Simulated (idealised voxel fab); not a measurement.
Proc. module: voxel trench capacitor
Shown is cross-section cut, with a width of 300 nm and square cells of size 5 nm.
Think of the cross-section as a grid of square cells. We describe it in bands, top to bottom, and each band covers one or more rows of those cells. This entry defines a band. It first specifies the height of the band's top and the height of its bottom in nm, and then specifies the band's materials from left to right, stating each material with its width in nm. The word "edge to edge" identifies a single material that fills the band from edge to edge, while the word "blank" identifies empty space. Height datum 0, below which the as-received substrate wafer is one material. Lowest band open at the bottom, running downward: "0 nm and below". The two numbers in a width such as "30 to 40" mark its ends across the band: the first belongs to the top row of cells, the second to the bottom row, and from each row to the next the width moves by the same amount. It should be understood that the words "no modifications", when stated for a given step, signify that the cross-section underwent no change in any of its cells during that step. In "Enclosed voids" the enclosed voids are listed, meaning empty spaces of 8 cells or larger without any opening to the top. The form is width x height at distance, distance from the left edge, units nm. On each step's line, the part that comes after the settings is the simulator's own comment on the step. A step's line can hold "overlay nm"; with a mask on that step, the setting says how far right of the planned place the mask lay, while a negative setting says it lay to the left.

Steps in the process plan
1,RECEIVE | material Si
2,CONFORMAL_DEP | material SiN | thk nm 5
3,DIRECTIONAL_DEP | material aC | thk nm 10
4,PATTERN | tone open | mask id TRENCH | material resist | width nm 15 | pitch nm 35 | thk nm 25 | overlay nm 0
5,DIRECTIONAL_ETCH | etch materials aC | depth nm 10
6,STRIP | etch materials resist
7,DIRECTIONAL_ETCH | etch materials SiN | depth nm 5
8,DIRECTIONAL_ETCH | etch materials Si | depth nm 40
9,STRIP | etch materials aC
10,CONFORMAL_DEP | material SiO2 | thk nm 5
11,FILL_DEP | material polySi | thk nm 5
12,CMP | height nm 5

Cross-sectional view of the wafer in its as-received condition, corresponding to the state after step 1
  0 nm and below | Si edge to edge
  Enclosed voids: none

Module complete, cross-section. Starting point and plan per above. One mistake made in running the module
  5 nm to 0 nm | 85 of polySi | 5 of SiO2 | 15 of SiN | 5 of SiO2 | 10 of polySi | 5 of SiO2 | 15 of SiN | 5 of SiO2 | 10 of polySi | 5 of SiO2 | 15 of SiN | 5 of SiO2 | 10 of polySi | 5 of SiO2 | 15 of SiN | 5 of SiO2 | 85 of polySi
  0 nm to -35 nm | 85 of polySi | 5 of SiO2 | 15 of Si | 5 of SiO2 | 10 of polySi | 5 of SiO2 | 15 of Si | 5 of SiO2 | 10 of polySi | 5 of SiO2 | 15 of Si | 5 of SiO2 | 10 of polySi | 5 of SiO2 | 15 of Si | 5 of SiO2 | 85 of polySi
  -35 nm to -40 nm | 90 of SiO2 | 15 of Si | 20 of SiO2 | 15 of Si | 20 of SiO2 | 15 of Si | 20 of SiO2 | 15 of Si | 90 of SiO2
  -40 nm and below | Si edge to edge
  Enclosed voids: none
Against the plan, the run slipped here: step 4 deviated from plan and actually ran as PATTERN | tone cover | mask id TRENCH | material resist | width nm 15 | pitch nm 35 | thk nm 25 | overlay nm 0
